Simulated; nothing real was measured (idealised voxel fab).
Process module, titled voxel ribs on slabs
Cross-sectional view cut (width: 155 nm; square cell size: 5 nm).
Cross-sections here: square-cell grids, written as top-down lists of bands, a band being one or more rows of cells.
Look at the band entry: it leads with the top's height and the bottom's height in nm. Then it lists the materials left to right, with a width in nm for each. The word "everywhere" on a single material says that material fills the band edge to edge. The word "blank" is empty space.
Counting heights begins at 0, where everything beneath is, in the wafer as received, one material. The lowest band has no bottom; it goes on downwards, as "z 0 and below" shows.
It should be noted that a width expressed as "30->40" varies in equal increments from row to row of cells within the band, taking the value of the first number at the top row and that of the second number at the bottom row.
"all unchanged" (step): cross-section cells unchanged, all of them.
"Closed internal cavities" contains a list of empty spaces, each no smaller than 8 cells and without an open way to the top, written in the form width x height at distance with the distance from the left edge and all three in nm.
Anything after a step's settings on that line? It's the simulator's own note about the step.
The "overlay nm" setting may appear on a step's line; for a step that uses a mask, it gives how far to the right of its planned position the mask lay, and a negative value indicates the left.
-- List of planned process steps
| 1 | RECEIVE,material Si |
| 2 | DIRECTIONAL_DEP,material SiO2,thk nm 25 |
| 3 | DIRECTIONAL_DEP,material SiN,thk nm 25 |
| 4 | DIRECTIONAL_DEP,material aC,thk nm 10 |
| 5 | PATTERN,tone cover,mask id RIB,material resist,width nm 25,thk nm 25,overlay nm 0 |
| 6 | DIRECTIONAL_ETCH,etch materials aC,depth nm 10 |
| 7 | STRIP,etch materials resist |
| 8 | DIRECTIONAL_ETCH,etch materials SiN,depth nm 5 |
| 9 | STRIP,etch materials aC |
| 10 | PATTERN,tone cover,mask id SLAB,material resist,width nm 65,thk nm 15,overlay nm 0 |
| 11 | DIRECTIONAL_ETCH,etch materials SiN,depth nm 20 |
| 12 | STRIP,etch materials resist |
| 13 | FILL_DEP,material SiO2,thk nm 20 |
| 14 | CMP,height nm 65 |
| 15 | DIRECTIONAL_DEP,material TiN,thk nm 10 |
| 16 | DIRECTIONAL_DEP,material aC,thk nm 10 |
| 17 | PATTERN,tone cover,mask id HEATER,material resist,width nm 35,thk nm 25,overlay nm 0 |
| 18 | DIRECTIONAL_ETCH,etch materials aC,depth nm 10 |
| 19 | STRIP,etch materials resist |
| 20 | DIRECTIONAL_ETCH,etch materials TiN,depth nm 10 |
| 21 | STRIP,etch materials aC |
| 22 | CONFORMAL_DEP,material SiO2,thk nm 5 |
-- Incoming wafer, cross-sectional view, post step 1
    z 0 and below = Si everywhere
    Closed internal cavities: none
-- End-of-module cross-section of the first of two wafers, processed as planned
    z 80 to 75 = blank (55)  SiO2 (45)  blank (55)
    z 75 to 70 = blank (55)  SiO2 (5)  TiN (35)  SiO2 (5)  blank (55)
    z 70 to 65 = SiO2 (60)  TiN (35)  SiO2 (60)
    z 65 to 50 = SiO2 everywhere
    z 50 to 45 = SiO2 (65)  SiN (25)  SiO2 (65)
    z 45 to 25 = SiO2 (45)  SiN (65)  SiO2 (45)
    z 25 to 0 = SiO2 everywhere
    z 0 and below = Si everywhere
    Closed internal cavities: none
-- Wafer two (of two), end-of-module cross-section: start = wafer one, plan = wafer one, one run mistake
    z 80 to 75 = blank (55)  SiO2 (45)  blank (55)
    z 75 to 70 = blank (55)  SiO2 (5)  TiN (35)  SiO2 (5)  blank (55)
    z 70 to 65 = SiO2 (60)  TiN (35)  SiO2 (60)
    z 65 to 50 = SiO2 (45)  SiN (65)  SiO2 (45)
    z 50 to 25 = SiN everywhere
    z 25 to 0 = SiO2 everywhere
    z 0 and below = Si everywhere
    Closed internal cavities: none
What went wrong in running the wafer? step 3 was run twice
Materials where the second wafer ends with more or fewer cells than the first: 137 more of SiN; 137 fewer of SiO2
